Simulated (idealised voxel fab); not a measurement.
A process module follows: voxel quadruple lines.
For reference, the cross-section in this document is cut, with width 285 nm and square cells of 5 nm.
The cross-sections in this document take the form of a grid made of square cells. They are written out as bands, in order from top to bottom. Each band consists of one or more rows of cells. It is stipulated that each band's entry specify, in nanometres, the height of the top of the band and then that of its bottom, followed by the materials of the band in left-to-right sequence, each together with its width in nanometres. A single material marked by the word "all across" is understood to fill the band from edge to edge; the word "blank" is understood to denote empty space. Height datum 0, below which the as-received substrate wafer is one material. Lowest band open at the bottom, running downward: "from 0 down". It should be noted that a width expressed as "30 to 40" varies in equal increments from row to row of cells within the band, taking the value of the first number at the top row and that of the second number at the bottom row. Where the words "remained unchanged" appear for a step, the cross-section shows no cell changed by that step; every cell remained as before. You'll see "Unvented cavities" listing empty spaces that have no way open to the top, as long as they're 8 cells or more; the notation is width x height at distance, where the distance is from the left edge, and all of it is in nm. What comes after the settings on a step's line is commentary from the simulator itself on that step. A step's line can hold "overlay nm"; with a mask on that step, the setting says how far right of the planned place the mask lay, while a negative setting says it lay to the left.
Steps in the process plan
1 op RECEIVE | material Si
2 op CONFORMAL_DEP | material Al2O3 | thk nm 10
3 op DIRECTIONAL_DEP | material W | thk nm 10
4 op DIRECTIONAL_DEP | material polySi | thk nm 20
5 op DIRECTIONAL_DEP | material aC | thk nm 25
6 op PATTERN | tone cover | mask id MANDREL | material resist | width nm 30 | pitch nm 80 | thk nm 35 | overlay nm 0
7 op DIRECTIONAL_ETCH | etch materials aC | depth nm 25
8 op STRIP | etch materials resist
9 op CONFORMAL_DEP | material SiO2 | thk nm 10
10 op DIRECTIONAL_ETCH | etch materials SiO2 | depth nm 10
11 op STRIP | etch materials aC
12 op DIRECTIONAL_ETCH | etch materials polySi | depth nm 20
13 op STRIP | etch materials SiO2
14 op CONFORMAL_DEP | material SiCN | thk nm 5
15 op DIRECTIONAL_ETCH | etch materials SiCN | depth nm 10
16 op STRIP | etch materials polySi
17 op DIRECTIONAL_ETCH | etch materials W | depth nm 10
18 op STRIP | etch materials SiCN
Split variable: thk nm, step 14. Plan value = first wafer. Wafers start alike.
Cross-section of the first of several wafers as received (after step 1)
    from 0 down | Si all across
    Unvented cavities: none
End of the module, past its last step, step 18: how the first of several wafers looks in cross-section
    from 20 to 10 | 70 blank / 5 W / 10 blank / 5 W / 20 blank / 5 W / 10 blank / 5 W / 20 blank / 5 W / 10 blank / 5 W / 20 blank / 5 W / 10 blank / 5 W / 75 blank
    from 10 to 0 | Al2O3 all across
    from 0 down | Si all across
    Unvented cavities: none
The module's end: a cross-section of the last wafer
    from 40 to 20 | 75 blank / 10 polySi / 30 blank / 10 polySi / 30 blank / 10 polySi / 30 blank / 10 polySi / 80 blank
    from 20 to 10 | W all across
    from 10 to 0 | Al2O3 all across
    from 0 down | Si all across
    Unvented cavities: none
Heads up, this table goes wafer by wafer. A row tells you, at the end of the module, how many cells of each material that wafer has put on (+) or dropped (-) since it was received, and then its closed voids
thk nm 5; +114 Al2O3; +16 W; Unvented cavities: none
thk nm 10; +114 Al2O3; +32 W; Unvented cavities: none
thk nm 15; +114 Al2O3; +114 W; +32 polySi; Unvented cavities: none
thk nm 20; +114 Al2O3; +114 W; +32 polySi; Unvented cavities: none
thk nm 25; +114 Al2O3; +114 W; +32 polySi; Unvented cavities: none
